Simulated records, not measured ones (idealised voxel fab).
process module | voxel self aligned vias
cross-section cut | 245 nm wide | cells 5 nm
A cross-section is a grid of square cells, given in bands from the top down. A band is one or more rows of cells.
Each band's line starts with the height of the band's top and of its bottom, in nm. Then come its materials from left to right, each with its width in nm. One material with "throughout" fills the band from edge to edge. "air" is empty space.
Height 0 is the level under which the wafer as received is all one material. The lowest band goes on downwards, as in "0 down".
A width such as "30 to 40" changes by the same amount from each row of cells to the next, from the band's top row to its bottom row.
"no change" after a step means that no cell of the cross-section changed.
closed voids: empty space of 8 cells or more with no open way to the top, each as width x height at its distance from the left edge, in nm
after a step's settings: what the simulator itself notes on the step
overlay nm, on a step with a mask: how far to the right of its planned place the mask lay; to the left if negative
Each pair below shows a cross-section before one step and the cross-section after it, down to the lowest band that changed. The line under each pair gives the step between them, with its settings. The pairs can come from different runs of this module on the same starting wafer, so a pair continues from the pair above only where its "before" says so.
before
  0 down: Si throughout
  closed voids: none
after
  10 to 0: SiO2 throughout
  below 0: unchanged
  closed voids: none
the step between: op CONFORMAL_DEP | material SiO2 | thk nm 10
before: the cross-section after the pair above
after
  15 to 10: SiCN throughout
  below 10: unchanged
  closed voids: none
the step between: op CONFORMAL_DEP | material SiCN | thk nm 5
before: the cross-section after the pair above
after
  40 to 15: lowk throughout
  below 15: unchanged
  closed voids: none
the step between: op DIRECTIONAL_DEP | material lowk | thk nm 25
before: the cross-section after the pair above
after
  40 to 15: lowk 70 | air 25 | lowk 50 | air 25 | lowk 75
  below 15: unchanged
  closed voids: none
the step between: op MASKED_ETCH | tone open | mask id LINES | width nm 25 | pitch nm 75 | etch materials lowk | depth nm 25 | overlay nm 0
before: the cross-section after the pair above
after
  45 to 40: TiN 75 | air 15 | TiN 60 | air 15 | TiN 80
  40 to 20: lowk 70 | TiN 5 | air 15 | TiN 5 | lowk 50 | TiN 5 | air 15 | TiN 5 | lowk 75
  20 to 15: lowk 70 | TiN 25 | lowk 50 | TiN 25 | lowk 75
  below 15: unchanged
  closed voids: none
the step between: op CONFORMAL_DEP | material TiN | thk nm 5
before: the cross-section after the pair above
after
  55 to 45: Ru throughout
  45 to 40: TiN 75 | Ru 15 | TiN 60 | Ru 15 | TiN 80
  40 to 20: lowk 70 | TiN 5 | Ru 15 | TiN 5 | lowk 50 | TiN 5 | Ru 15 | TiN 5 | lowk 75
  below 20: unchanged
  closed voids: none
the step between: op FILL_DEP | material Ru | thk nm 10
before: the cross-section after the pair above
after
  40 to 20: lowk 70 | TiN 5 | Ru 15 | TiN 5 | lowk 50 | TiN 5 | Ru 15 | TiN 5 | lowk 75
  below 20: unchanged
  closed voids: none
the step between: op CMP | height nm 40
before: the cross-section after the pair above
after
  40 to 35: lowk 70 | air 25 | lowk 50 | air 25 | lowk 75
  below 35: unchanged
  closed voids: none
the step between: op SELECTIVE_ETCH | etch materials W Ru TiN | depth nm 5
before: the cross-section after the pair above
after
  45 to 40: SiN throughout
  40 to 35: lowk 70 | SiN 25 | lowk 50 | SiN 25 | lowk 75
  below 35: unchanged
  closed voids: none
the step between: op FILL_DEP | material SiN | thk nm 5
before: the cross-section after the pair above
after
  40 to 35: lowk 70 | SiN 25 | lowk 50 | SiN 25 | lowk 75
  below 35: unchanged
  closed voids: none
the step between: op CMP | height nm 40
before: the cross-section after the pair above
after
  55 to 40: lowk throughout
  below 40: unchanged
  closed voids: none
the step between: op DIRECTIONAL_DEP | material lowk | thk nm 15
before: the cross-section after the pair above
after
  65 to 55: aC throughout
  below 55: unchanged
  closed voids: none
the step between: op DIRECTIONAL_DEP | material aC | thk nm 10
before: the cross-section after the pair above
after
  90 to 65: resist 60 | air 45 | resist 140
  below 65: unchanged
  closed voids: none
the step between: op PATTERN | tone open | mask id VIAS | material resist | width nm 45 | thk nm 25 | overlay nm 0
before: the cross-section after the pair above
after
  80 to 65: resist 60 | air 45 | resist 140
  65 to 55: aC 60 | air 45 | aC 140
  below 55: unchanged
  closed voids: none
the step between: op DIRECTIONAL_ETCH | etch materials aC | depth nm 10
before: the cross-section after the pair above
after
  65 to 55: aC 60 | air 45 | aC 140
  below 55: unchanged
  closed voids: none
the step between: op STRIP | etch materials resist
before: the cross-section after the pair above
after
  65 to 55: aC 60 | air 45 | aC 140
  55 to 40: lowk 60 | air 45 | lowk 140
  below 40: unchanged
  closed voids: none
the step between: op DIRECTIONAL_ETCH | etch materials lowk | depth nm 15
before: the cross-section after the pair above
after
  65 to 55: aC 60 | air 45 | aC 140
  55 to 40: lowk 60 | air 45 | lowk 140
  40 to 35: lowk 70 | air 25 | lowk 50 | SiN 25 | lowk 75
  below 35: unchanged
  closed voids: none
the step between: op DIRECTIONAL_ETCH | etch materials SiN | depth nm 5
before: the cross-section after the pair above
after
  55 to 40: lowk 60 | air 45 | lowk 140
  below 40: unchanged
  closed voids: none
the step between: op STRIP | etch materials aC
before: the cross-section after the pair above
after
  60 to 55: TiN 65 | air 35 | TiN 145
  55 to 45: lowk 60 | TiN 5 | air 35 | TiN 5 | lowk 140
  45 to 40: lowk 60 | TiN 15 | air 15 | TiN 15 | lowk 140
  40 to 35: lowk 70 | TiN 25 | lowk 50 | SiN 25 | lowk 75
  below 35: unchanged
  closed voids: none
the step between: op CONFORMAL_DEP | material TiN | thk nm 5
before: the cross-section after the pair above
after
  70 to 60: Ru throughout
  60 to 55: TiN 65 | Ru 35 | TiN 145
  55 to 45: lowk 60 | TiN 5 | Ru 35 | TiN 5 | lowk 140
  45 to 40: lowk 60 | TiN 15 | Ru 15 | TiN 15 | lowk 140
  below 40: unchanged
  closed voids: none
the step between: op FILL_DEP | material Ru | thk nm 10
before: the cross-section after the pair above
after
  55 to 45: lowk 60 | TiN 5 | Ru 35 | TiN 5 | lowk 140
  below 45: unchanged
  closed voids: none
the step between: op CMP | height nm 55
before: the cross-section after the pair above
after
  60 to 55: SiCN throughout
  below 55: unchanged
  closed voids: none
the step between: op CONFORMAL_DEP | material SiCN | thk nm 5
before
  0 down: Si throughout
  closed voids: none
after
  5 to 0: SiCN throughout
  below 0: unchanged
  closed voids: none
the step between: op CONFORMAL_DEP | material SiCN | thk nm 5
before: the cross-section after the pair above
after
  30 to 5: lowk throughout
  below 5: unchanged
  closed voids: none
the step between: op DIRECTIONAL_DEP | material lowk | thk nm 25
before: the cross-section after the pair above
after
  30 to 5: lowk 70 | air 25 | lowk 50 | air 25 | lowk 75
  below 5: unchanged
  closed voids: none
the step between: op MASKED_ETCH | tone open | mask id LINES | width nm 25 | pitch nm 75 | etch materials lowk | depth nm 25 | overlay nm 0
before: the cross-section after the pair above
after
  35 to 30: TiN 75 | air 15 | TiN 60 | air 15 | TiN 80
  30 to 10: lowk 70 | TiN 5 | air 15 | TiN 5 | lowk 50 | TiN 5 | air 15 | TiN 5 | lowk 75
  10 to 5: lowk 70 | TiN 25 | lowk 50 | TiN 25 | lowk 75
  below 5: unchanged
  closed voids: none
the step between: op CONFORMAL_DEP | material TiN | thk nm 5
before: the cross-section after the pair above
after
  45 to 35: Ru throughout
  35 to 30: TiN 75 | Ru 15 | TiN 60 | Ru 15 | TiN 80
  30 to 10: lowk 70 | TiN 5 | Ru 15 | TiN 5 | lowk 50 | TiN 5 | Ru 15 | TiN 5 | lowk 75
  below 10: unchanged
  closed voids: none
the step between: op FILL_DEP | material Ru | thk nm 10
before: the cross-section after the pair above
after
  40 to 35: Ru throughout
  below 35: unchanged
  closed voids: none
the step between: op CMP | height nm 40
before: the cross-section after the pair above
after
  35 to 30: TiN 75 | Ru 15 | TiN 60 | Ru 15 | TiN 80
  below 30: unchanged
  closed voids: none
the step between: op SELECTIVE_ETCH | etch materials W Ru TiN | depth nm 5
before: the cross-section after the pair above
after
  40 to 35: SiN throughout
  below 35: unchanged
  closed voids: none
the step between: op FILL_DEP | material SiN | thk nm 5
before: the cross-section after the pair above
after
  55 to 40: lowk throughout
  below 40: unchanged
  closed voids: none
the step between: op DIRECTIONAL_DEP | material lowk | thk nm 15
before: the cross-section after the pair above
after
  65 to 55: aC throughout
  below 55: unchanged
  closed voids: none
the step between: op DIRECTIONAL_DEP | material aC | thk nm 10
before: the cross-section after the pair above
after
  90 to 65: resist 60 | air 45 | resist 140
  below 65: unchanged
  closed voids: none
the step between: op PATTERN | tone open | mask id VIAS | material resist | width nm 45 | thk nm 25 | overlay nm 0
before: the cross-section after the pair above
after
  80 to 65: resist 60 | air 45 | resist 140
  65 to 55: aC 60 | air 45 | aC 140
  below 55: unchanged
  closed voids: none
the step between: op DIRECTIONAL_ETCH | etch materials aC | depth nm 10
before: the cross-section after the pair above
after
  65 to 55: aC 60 | air 45 | aC 140
  below 55: unchanged
  closed voids: none
the step between: op STRIP | etch materials resist
before: the cross-section after the pair above
after
  65 to 55: aC 60 | air 45 | aC 140
  55 to 40: lowk 60 | air 45 | lowk 140
  below 40: unchanged
  closed voids: none
the step between: op DIRECTIONAL_ETCH | etch materials lowk | depth nm 15
before: the cross-section after the pair above
after
  65 to 55: aC 60 | air 45 | aC 140
  55 to 40: lowk 60 | air 45 | lowk 140
  40 to 35: SiN 60 | air 45 | SiN 140
  below 35: unchanged
  closed voids: none
the step between: op DIRECTIONAL_ETCH | etch materials SiN | depth nm 5
before: the cross-section after the pair above
after
  55 to 40: lowk 60 | air 45 | lowk 140
  below 40: unchanged
  closed voids: none
the step between: op STRIP | etch materials aC
before: the cross-section after the pair above
after
  60 to 55: TiN 65 | air 35 | TiN 145
  55 to 40: lowk 60 | TiN 5 | air 35 | TiN 5 | lowk 140
  40 to 35: SiN 60 | TiN 45 | SiN 140
  below 35: unchanged
  closed voids: none
the step between: op CONFORMAL_DEP | material TiN | thk nm 5
before: the cross-section after the pair above
after
  70 to 60: Ru throughout
  60 to 55: TiN 65 | Ru 35 | TiN 145
  55 to 40: lowk 60 | TiN 5 | Ru 35 | TiN 5 | lowk 140
  below 40: unchanged
  closed voids: none
the step between: op FILL_DEP | material Ru | thk nm 10
before: the cross-section after the pair above
after
  55 to 40: lowk 60 | TiN 5 | Ru 35 | TiN 5 | lowk 140
  below 40: unchanged
  closed voids: none
the step between: op CMP | height nm 55
before: the cross-section after the pair above
after
  60 to 55: SiCN throughout
  below 55: unchanged
  closed voids: none
the step between: op CONFORMAL_DEP | material SiCN | thk nm 5
before
  65 to 55: aC 60 | air 45 | aC 140
  55 to 40: lowk 60 | air 45 | lowk 140
  40 to 35: lowk 70 | SiN 25 | lowk 50 | SiN 25 | lowk 75
  35 to 20: lowk 70 | TiN 5 | Ru 15 | TiN 5 | lowk 50 | TiN 5 | Ru 15 | TiN 5 | lowk 75
  20 to 15: lowk 70 | TiN 25 | lowk 50 | TiN 25 | lowk 75
  15 to 10: SiCN throughout
  10 to 0: SiO2 throughout
  0 down: Si throughout
  closed voids: none
after
  65 to 55: aC 60 | air 45 | aC 140
  55 to 40: lowk 60 | air 45 | lowk 140
  40 to 35: lowk 60 | air 10 | SiN 25 | air 10 | lowk 40 | SiN 25 | lowk 75
  35 to 25: lowk 60 | air 10 | TiN 5 | Ru 15 | TiN 5 | air 10 | lowk 40 | TiN 5 | Ru 15 | TiN 5 | lowk 75
  below 25: unchanged
  closed voids: none
the step between: op DIRECTIONAL_ETCH | etch materials lowk | depth nm 15
before: the cross-section after the pair above
after
  65 to 55: aC 60 | air 45 | aC 140
  55 to 40: lowk 60 | air 45 | lowk 140
  40 to 35: lowk 60 | air 45 | lowk 40 | SiN 25 | lowk 75
  below 35: unchanged
  closed voids: none
the step between: op DIRECTIONAL_ETCH | etch materials SiN | depth nm 5
before: the cross-section after the pair above
after
  55 to 40: lowk 60 | air 45 | lowk 140
  below 40: unchanged
  closed voids: none
the step between: op STRIP | etch materials aC
before: the cross-section after the pair above
after
  60 to 55: TiN 65 | air 35 | TiN 145
  55 to 40: lowk 60 | TiN 5 | air 35 | TiN 5 | lowk 140
  40 to 35: lowk 60 | TiN 45 | lowk 40 | SiN 25 | lowk 75
  35 to 25: lowk 60 | TiN 15 | Ru 15 | TiN 15 | lowk 40 | TiN 5 | Ru 15 | TiN 5 | lowk 75
  below 25: unchanged
  closed voids: none
the step between: op CONFORMAL_DEP | material TiN | thk nm 5
before: the cross-section after the pair above
after
  70 to 60: Ru throughout
  60 to 55: TiN 65 | Ru 35 | TiN 145
  55 to 40: lowk 60 | TiN 5 | Ru 35 | TiN 5 | lowk 140
  below 40: unchanged
  closed voids: none
the step between: op FILL_DEP | material Ru | thk nm 10
before: the cross-section after the pair above
after
  55 to 40: lowk 60 | TiN 5 | Ru 35 | TiN 5 | lowk 140
  below 40: unchanged
  closed voids: none
the step between: op CMP | height nm 55
before: the cross-section after the pair above
after
  60 to 55: SiCN throughout
  below 55: unchanged
  closed voids: none
the step between: op CONFORMAL_DEP | material SiCN | thk nm 5
before
  10 to 0: SiO2 throughout
  0 down: Si throughout
  closed voids: none
after
  35 to 10: lowk throughout
  below 10: unchanged
  closed voids: none
the step between: op DIRECTIONAL_DEP | material lowk | thk nm 25
before: the cross-section after the pair above
after
  40 to 35: SiCN throughout
  below 35: unchanged
  closed voids: none
the step between: op CONFORMAL_DEP | material SiCN | thk nm 5
before: the cross-section after the pair above
after
  45 to 40: TiN throughout
  below 40: unchanged
  closed voids: none
the step between: op CONFORMAL_DEP | material TiN | thk nm 5
before: the cross-section after the pair above
after
  55 to 45: Ru throughout
  below 45: unchanged
  closed voids: none
the step between: op FILL_DEP | material Ru | thk nm 10
before: the cross-section after the pair above
after
  40 to 35: SiCN throughout
  below 35: unchanged
  closed voids: none
the step between: op CMP | height nm 40
before: the cross-section after the pair above
after
  45 to 40: SiN throughout
  below 40: unchanged
  closed voids: none
the step between: op FILL_DEP | material SiN | thk nm 5
before: the cross-section after the pair above
after
  40 to 35: SiCN throughout
  below 35: unchanged
  closed voids: none
the step between: op CMP | height nm 40
before: the cross-section after the pair above
after
  55 to 40: lowk throughout
  below 40: unchanged
  closed voids: none
the step between: op DIRECTIONAL_DEP | material lowk | thk nm 15
before: the cross-section after the pair above
after
  65 to 55: aC throughout
  below 55: unchanged
  closed voids: none
the step between: op DIRECTIONAL_DEP | material aC | thk nm 10
before: the cross-section after the pair above
after
  90 to 65: resist 60 | air 45 | resist 140
  below 65: unchanged
  closed voids: none
the step between: op PATTERN | tone open | mask id VIAS | material resist | width nm 45 | thk nm 25 | overlay nm 0
before: the cross-section after the pair above
after
  80 to 65: resist 60 | air 45 | resist 140
  65 to 55: aC 60 | air 45 | aC 140
  below 55: unchanged
  closed voids: none
the step between: op DIRECTIONAL_ETCH | etch materials aC | depth nm 10
before: the cross-section after the pair above
after
  65 to 55: aC 60 | air 45 | aC 140
  below 55: unchanged
  closed voids: none
the step between: op STRIP | etch materials resist
before: the cross-section after the pair above
after
  65 to 55: aC 60 | air 45 | aC 140
  55 to 40: lowk 60 | air 45 | lowk 140
  below 40: unchanged
  closed voids: none
the step between: op DIRECTIONAL_ETCH | etch materials lowk | depth nm 15
before: the cross-section after the pair above
after
  55 to 40: lowk 60 | air 45 | lowk 140
  below 40: unchanged
  closed voids: none
the step between: op STRIP | etch materials aC
before: the cross-section after the pair above
after
  60 to 55: TiN 65 | air 35 | TiN 145
  55 to 45: lowk 60 | TiN 5 | air 35 | TiN 5 | lowk 140
  45 to 40: lowk 60 | TiN 45 | lowk 140
  below 40: unchanged
  closed voids: none
the step between: op CONFORMAL_DEP | material TiN | thk nm 5
before: the cross-section after the pair above
after
  70 to 60: Ru throughout
  60 to 55: TiN 65 | Ru 35 | TiN 145
  55 to 45: lowk 60 | TiN 5 | Ru 35 | TiN 5 | lowk 140
  below 45: unchanged
  closed voids: none
the step between: op FILL_DEP | material Ru | thk nm 10
before: the cross-section after the pair above
after
  55 to 45: lowk 60 | TiN 5 | Ru 35 | TiN 5 | lowk 140
  below 45: unchanged
  closed voids: none
the step between: op CMP | height nm 55
before: the cross-section after the pair above
after
  60 to 55: SiCN throughout
  below 55: unchanged
  closed voids: none
the step between: op CONFORMAL_DEP | material SiCN | thk nm 5
before
  15 to 10: SiCN throughout
  10 to 0: SiO2 throughout
  0 down: Si throughout
  closed voids: none
after
  30 to 15: lowk throughout
  below 15: unchanged
  closed voids: none
the step between: op DIRECTIONAL_DEP | material lowk | thk nm 15
before: the cross-section after the pair above
after
  30 to 15: lowk 70 | air 25 | lowk 50 | air 25 | lowk 75
  below 15: unchanged
  closed voids: none
the step between: op MASKED_ETCH | tone open | mask id LINES | width nm 25 | pitch nm 75 | etch materials lowk | depth nm 25 | overlay nm 0
before: the cross-section after the pair above
after
  35 to 30: TiN 75 | air 15 | TiN 60 | air 15 | TiN 80
  30 to 20: lowk 70 | TiN 5 | air 15 | TiN 5 | lowk 50 | TiN 5 | air 15 | TiN 5 | lowk 75
  20 to 15: lowk 70 | TiN 25 | lowk 50 | TiN 25 | lowk 75
  below 15: unchanged
  closed voids: none
the step between: op CONFORMAL_DEP | material TiN | thk nm 5
before: the cross-section after the pair above
after
  45 to 35: Ru throughout
  35 to 30: TiN 75 | Ru 15 | TiN 60 | Ru 15 | TiN 80
  30 to 20: lowk 70 | TiN 5 | Ru 15 | TiN 5 | lowk 50 | TiN 5 | Ru 15 | TiN 5 | lowk 75
  below 20: unchanged
  closed voids: none
the step between: op FILL_DEP | material Ru | thk nm 10
before: the cross-section after the pair above
after
  40 to 35: Ru throughout
  below 35: unchanged
  closed voids: none
the step between: op CMP | height nm 40
before: the cross-section after the pair above
after
  35 to 30: TiN 75 | Ru 15 | TiN 60 | Ru 15 | TiN 80
  below 30: unchanged
  closed voids: none
the step between: op SELECTIVE_ETCH | etch materials W Ru TiN | depth nm 5
before: the cross-section after the pair above
after
  40 to 35: SiN throughout
  below 35: unchanged
  closed voids: none
the step between: op FILL_DEP | material SiN | thk nm 5
before: the cross-section after the pair above
after
  55 to 40: lowk throughout
  below 40: unchanged
  closed voids: none
the step between: op DIRECTIONAL_DEP | material lowk | thk nm 15
before: the cross-section after the pair above
after
  65 to 55: aC throughout
  below 55: unchanged
  closed voids: none
the step between: op DIRECTIONAL_DEP | material aC | thk nm 10
before: the cross-section after the pair above
after
  90 to 65: resist 60 | air 45 | resist 140
  below 65: unchanged
  closed voids: none
the step between: op PATTERN | tone open | mask id VIAS | material resist | width nm 45 | thk nm 25 | overlay nm 0
before: the cross-section after the pair above
after
  80 to 65: resist 60 | air 45 | resist 140
  65 to 55: aC 60 | air 45 | aC 140
  below 55: unchanged
  closed voids: none
the step between: op DIRECTIONAL_ETCH | etch materials aC | depth nm 10
before: the cross-section after the pair above
after
  65 to 55: aC 60 | air 45 | aC 140
  below 55: unchanged
  closed voids: none
the step between: op STRIP | etch materials resist
before: the cross-section after the pair above
after
  65 to 55: aC 60 | air 45 | aC 140
  55 to 40: lowk 60 | air 45 | lowk 140
  below 40: unchanged
  closed voids: none
the step between: op DIRECTIONAL_ETCH | etch materials lowk | depth nm 15
before: the cross-section after the pair above
after
  65 to 55: aC 60 | air 45 | aC 140
  55 to 40: lowk 60 | air 45 | lowk 140
  40 to 35: SiN 60 | air 45 | SiN 140
  below 35: unchanged
  closed voids: none
the step between: op DIRECTIONAL_ETCH | etch materials SiN | depth nm 5
before: the cross-section after the pair above
after
  55 to 40: lowk 60 | air 45 | lowk 140
  below 40: unchanged
  closed voids: none
the step between: op STRIP | etch materials aC
before: the cross-section after the pair above
after
  60 to 55: TiN 65 | air 35 | TiN 145
  55 to 40: lowk 60 | TiN 5 | air 35 | TiN 5 | lowk 140
  40 to 35: SiN 60 | TiN 45 | SiN 140
  below 35: unchanged
  closed voids: none
the step between: op CONFORMAL_DEP | material TiN | thk nm 5
before: the cross-section after the pair above
after
  70 to 60: Ru throughout
  60 to 55: TiN 65 | Ru 35 | TiN 145
  55 to 40: lowk 60 | TiN 5 | Ru 35 | TiN 5 | lowk 140
  below 40: unchanged
  closed voids: none
the step between: op FILL_DEP | material Ru | thk nm 10
before: the cross-section after the pair above
after
  55 to 40: lowk 60 | TiN 5 | Ru 35 | TiN 5 | lowk 140
  below 40: unchanged
  closed voids: none
the step between: op CMP | height nm 55
before: the cross-section after the pair above
after
  60 to 55: SiCN throughout
  below 55: unchanged
  closed voids: none
the step between: op CONFORMAL_DEP | material SiCN | thk nm 5
before
  40 to 15: lowk throughout
  15 to 10: SiCN throughout
  10 to 0: SiO2 throughout
  0 down: Si throughout
  closed voids: none
after
  40 to 15: lowk 70 | air 30 | lowk 45 | air 30 | lowk 70
  below 15: unchanged
  closed voids: none
the step between: op MASKED_ETCH | tone open | mask id LINES | width nm 30 | pitch nm 75 | etch materials lowk | depth nm 25 | overlay nm 0
before: the cross-section after the pair above
after
  45 to 40: TiN 75 | air 20 | TiN 55 | air 20 | TiN 75
  40 to 20: lowk 70 | TiN 5 | air 20 | TiN 5 | lowk 45 | TiN 5 | air 20 | TiN 5 | lowk 70
  20 to 15: lowk 70 | TiN 30 | lowk 45 | TiN 30 | lowk 70
  below 15: unchanged
  closed voids: none
the step between: op CONFORMAL_DEP | material TiN | thk nm 5
before: the cross-section after the pair above
after
  55 to 45: Ru throughout
  45 to 40: TiN 75 | Ru 20 | TiN 55 | Ru 20 | TiN 75
  40 to 20: lowk 70 | TiN 5 | Ru 20 | TiN 5 | lowk 45 | TiN 5 | Ru 20 | TiN 5 | lowk 70
  below 20: unchanged
  closed voids: none
the step between: op FILL_DEP | material Ru | thk nm 10
before: the cross-section after the pair above
after
  40 to 20: lowk 70 | TiN 5 | Ru 20 | TiN 5 | lowk 45 | TiN 5 | Ru 20 | TiN 5 | lowk 70
  below 20: unchanged
  closed voids: none
the step between: op CMP | height nm 40
before: the cross-section after the pair above
after
  40 to 35: lowk 70 | air 30 | lowk 45 | air 30 | lowk 70
  below 35: unchanged
  closed voids: none
the step between: op SELECTIVE_ETCH | etch materials W Ru TiN | depth nm 5
before: the cross-section after the pair above
after
  45 to 40: SiN throughout
  40 to 35: lowk 70 | SiN 30 | lowk 45 | SiN 30 | lowk 70
  below 35: unchanged
  closed voids: none
the step between: op FILL_DEP | material SiN | thk nm 5
before: the cross-section after the pair above
after
  40 to 35: lowk 70 | SiN 30 | lowk 45 | SiN 30 | lowk 70
  below 35: unchanged
  closed voids: none
the step between: op CMP | height nm 40
before: the cross-section after the pair above
after
  55 to 40: lowk throughout
  below 40: unchanged
  closed voids: none
the step between: op DIRECTIONAL_DEP | material lowk | thk nm 15
before: the cross-section after the pair above
after
  65 to 55: aC throughout
  below 55: unchanged
  closed voids: none
the step between: op DIRECTIONAL_DEP | material aC | thk nm 10
before: the cross-section after the pair above
after
  90 to 65: resist 60 | air 45 | resist 140
  below 65: unchanged
  closed voids: none
the step between: op PATTERN | tone open | mask id VIAS | material resist | width nm 45 | thk nm 25 | overlay nm 0
before: the cross-section after the pair above
after
  80 to 65: resist 60 | air 45 | resist 140
  65 to 55: aC 60 | air 45 | aC 140
  below 55: unchanged
  closed voids: none
the step between: op DIRECTIONAL_ETCH | etch materials aC | depth nm 10
before: the cross-section after the pair above
after
  65 to 55: aC 60 | air 45 | aC 140
  below 55: unchanged
  closed voids: none
the step between: op STRIP | etch materials resist
before: the cross-section after the pair above
after
  65 to 55: aC 60 | air 45 | aC 140
  55 to 40: lowk 60 | air 45 | lowk 140
  below 40: unchanged
  closed voids: none
the step between: op DIRECTIONAL_ETCH | etch materials lowk | depth nm 15
before: the cross-section after the pair above
after
  65 to 55: aC 60 | air 45 | aC 140
  55 to 40: lowk 60 | air 45 | lowk 140
  40 to 35: lowk 70 | air 30 | lowk 45 | SiN 30 | lowk 70
  below 35: unchanged
  closed voids: none
the step between: op DIRECTIONAL_ETCH | etch materials SiN | depth nm 5
before: the cross-section after the pair above
after
  55 to 40: lowk 60 | air 45 | lowk 140
  below 40: unchanged
  closed voids: none
the step between: op STRIP | etch materials aC
before: the cross-section after the pair above
after
  60 to 55: TiN 65 | air 35 | TiN 145
  55 to 45: lowk 60 | TiN 5 | air 35 | TiN 5 | lowk 140
  45 to 40: lowk 60 | TiN 15 | air 20 | TiN 10 | lowk 140
  40 to 35: lowk 70 | TiN 30 | lowk 45 | SiN 30 | lowk 70
  below 35: unchanged
  closed voids: none
the step between: op CONFORMAL_DEP | material TiN | thk nm 5
before: the cross-section after the pair above
after
  70 to 60: Ru throughout
  60 to 55: TiN 65 | Ru 35 | TiN 145
  55 to 45: lowk 60 | TiN 5 | Ru 35 | TiN 5 | lowk 140
  45 to 40: lowk 60 | TiN 15 | Ru 20 | TiN 10 | lowk 140
  below 40: unchanged
  closed voids: none
the step between: op FILL_DEP | material Ru | thk nm 10
before: the cross-section after the pair above
after
  55 to 45: lowk 60 | TiN 5 | Ru 35 | TiN 5 | lowk 140
  below 45: unchanged
  closed voids: none
the step between: op CMP | height nm 55
before: the cross-section after the pair above
after
  60 to 55: SiCN throughout
  below 55: unchanged
  closed voids: none
the step between: op CONFORMAL_DEP | material SiCN | thk nm 5
before
  40 to 15: lowk throughout
  15 to 10: SiCN throughout
  10 to 0: SiO2 throughout
  0 down: Si throughout
  closed voids: none
after
  40 to 15: lowk 60 | air 25 | lowk 50 | air 25 | lowk 85
  below 15: unchanged
  closed voids: none
the step between: op MASKED_ETCH | tone open | mask id LINES | width nm 25 | pitch nm 75 | etch materials lowk | depth nm 25 | overlay nm -10
before: the cross-section after the pair above
after
  45 to 40: TiN 65 | air 15 | TiN 60 | air 15 | TiN 90
  40 to 20: lowk 60 | TiN 5 | air 15 | TiN 5 | lowk 50 | TiN 5 | air 15 | TiN 5 | lowk 85
  20 to 15: lowk 60 | TiN 25 | lowk 50 | TiN 25 | lowk 85
  below 15: unchanged
  closed voids: none
the step between: op CONFORMAL_DEP | material TiN | thk nm 5
before: the cross-section after the pair above
after
  55 to 45: Ru throughout
  45 to 40: TiN 65 | Ru 15 | TiN 60 | Ru 15 | TiN 90
  40 to 20: lowk 60 | TiN 5 | Ru 15 | TiN 5 | lowk 50 | TiN 5 | Ru 15 | TiN 5 | lowk 85
  below 20: unchanged
  closed voids: none
the step between: op FILL_DEP | material Ru | thk nm 10
before: the cross-section after the pair above
after
  40 to 20: lowk 60 | TiN 5 | Ru 15 | TiN 5 | lowk 50 | TiN 5 | Ru 15 | TiN 5 | lowk 85
  below 20: unchanged
  closed voids: none
the step between: op CMP | height nm 40
before: the cross-section after the pair above
after
  40 to 35: lowk 60 | air 25 | lowk 50 | air 25 | lowk 85
  below 35: unchanged
  closed voids: none
the step between: op SELECTIVE_ETCH | etch materials W Ru TiN | depth nm 5
before: the cross-section after the pair above
after
  45 to 40: SiN throughout
  40 to 35: lowk 60 | SiN 25 | lowk 50 | SiN 25 | lowk 85
  below 35: unchanged
  closed voids: none
the step between: op FILL_DEP | material SiN | thk nm 5
before: the cross-section after the pair above
after
  40 to 35: lowk 60 | SiN 25 | lowk 50 | SiN 25 | lowk 85
  below 35: unchanged
  closed voids: none
the step between: op CMP | height nm 40
before: the cross-section after the pair above
after
  55 to 40: lowk throughout
  below 40: unchanged
  closed voids: none
the step between: op DIRECTIONAL_DEP | material lowk | thk nm 15
before: the cross-section after the pair above
after
  65 to 55: aC throughout
  below 55: unchanged
  closed voids: none
the step between: op DIRECTIONAL_DEP | material aC | thk nm 10
before: the cross-section after the pair above
after
  90 to 65: resist 60 | air 45 | resist 140
  below 65: unchanged
  closed voids: none
the step between: op PATTERN | tone open | mask id VIAS | material resist | width nm 45 | thk nm 25 | overlay nm 0
before: the cross-section after the pair above
after
  80 to 65: resist 60 | air 45 | resist 140
  65 to 55: aC 60 | air 45 | aC 140
  below 55: unchanged
  closed voids: none
the step between: op DIRECTIONAL_ETCH | etch materials aC | depth nm 10
before: the cross-section after the pair above
after
  65 to 55: aC 60 | air 45 | aC 140
  below 55: unchanged
  closed voids: none
the step between: op STRIP | etch materials resist
before: the cross-section after the pair above
after
  65 to 55: aC 60 | air 45 | aC 140
  55 to 40: lowk 60 | air 45 | lowk 140
  below 40: unchanged
  closed voids: none
the step between: op DIRECTIONAL_ETCH | etch materials lowk | depth nm 15
before: the cross-section after the pair above
after
  65 to 55: aC 60 | air 45 | aC 140
  55 to 40: lowk 60 | air 45 | lowk 140
  40 to 35: lowk 60 | air 25 | lowk 50 | SiN 25 | lowk 85
  below 35: unchanged
  closed voids: none
the step between: op DIRECTIONAL_ETCH | etch materials SiN | depth nm 5
before: the cross-section after the pair above
after
  55 to 40: lowk 60 | air 45 | lowk 140
  below 40: unchanged
  closed voids: none
the step between: op STRIP | etch materials aC
before: the cross-section after the pair above
after
  60 to 55: TiN 65 | air 35 | TiN 145
  55 to 45: lowk 60 | TiN 5 | air 35 | TiN 5 | lowk 140
  45 to 40: lowk 60 | TiN 5 | air 15 | TiN 25 | lowk 140
  40 to 35: lowk 60 | TiN 25 | lowk 50 | SiN 25 | lowk 85
  below 35: unchanged
  closed voids: none
the step between: op CONFORMAL_DEP | material TiN | thk nm 5
before: the cross-section after the pair above
after
  70 to 60: Ru throughout
  60 to 55: TiN 65 | Ru 35 | TiN 145
  55 to 45: lowk 60 | TiN 5 | Ru 35 | TiN 5 | lowk 140
  45 to 40: lowk 60 | TiN 5 | Ru 15 | TiN 25 | lowk 140
  below 40: unchanged
  closed voids: none
the step between: op FILL_DEP | material Ru | thk nm 10
before: the cross-section after the pair above
after
  55 to 45: lowk 60 | TiN 5 | Ru 35 | TiN 5 | lowk 140
  below 45: unchanged
  closed voids: none
the step between: op CMP | height nm 55
before: the cross-section after the pair above
after
  60 to 55: SiCN throughout
  below 55: unchanged
  closed voids: none
the step between: op CONFORMAL_DEP | material SiCN | thk nm 5
before
  0 down: Si throughout
  closed voids: none
after
  10 to 0: SiN throughout
  below 0: unchanged
  closed voids: none
the step between: op CONFORMAL_DEP | material SiN | thk nm 10
before: the cross-section after the pair above
after
  15 to 10: SiCN throughout
  below 10: unchanged
  closed voids: none
the step between: op CONFORMAL_DEP | material SiCN | thk nm 5
before: the cross-section after the pair above
after
  40 to 15: lowk throughout
  below 15: unchanged
  closed voids: none
the step between: op DIRECTIONAL_DEP | material lowk | thk nm 25
before: the cross-section after the pair above
after
  40 to 15: lowk 70 | air 25 | lowk 50 | air 25 | lowk 75
  below 15: unchanged
  closed voids: none
the step between: op MASKED_ETCH | tone open | mask id LINES | width nm 25 | pitch nm 75 | etch materials lowk | depth nm 25 | overlay nm 0
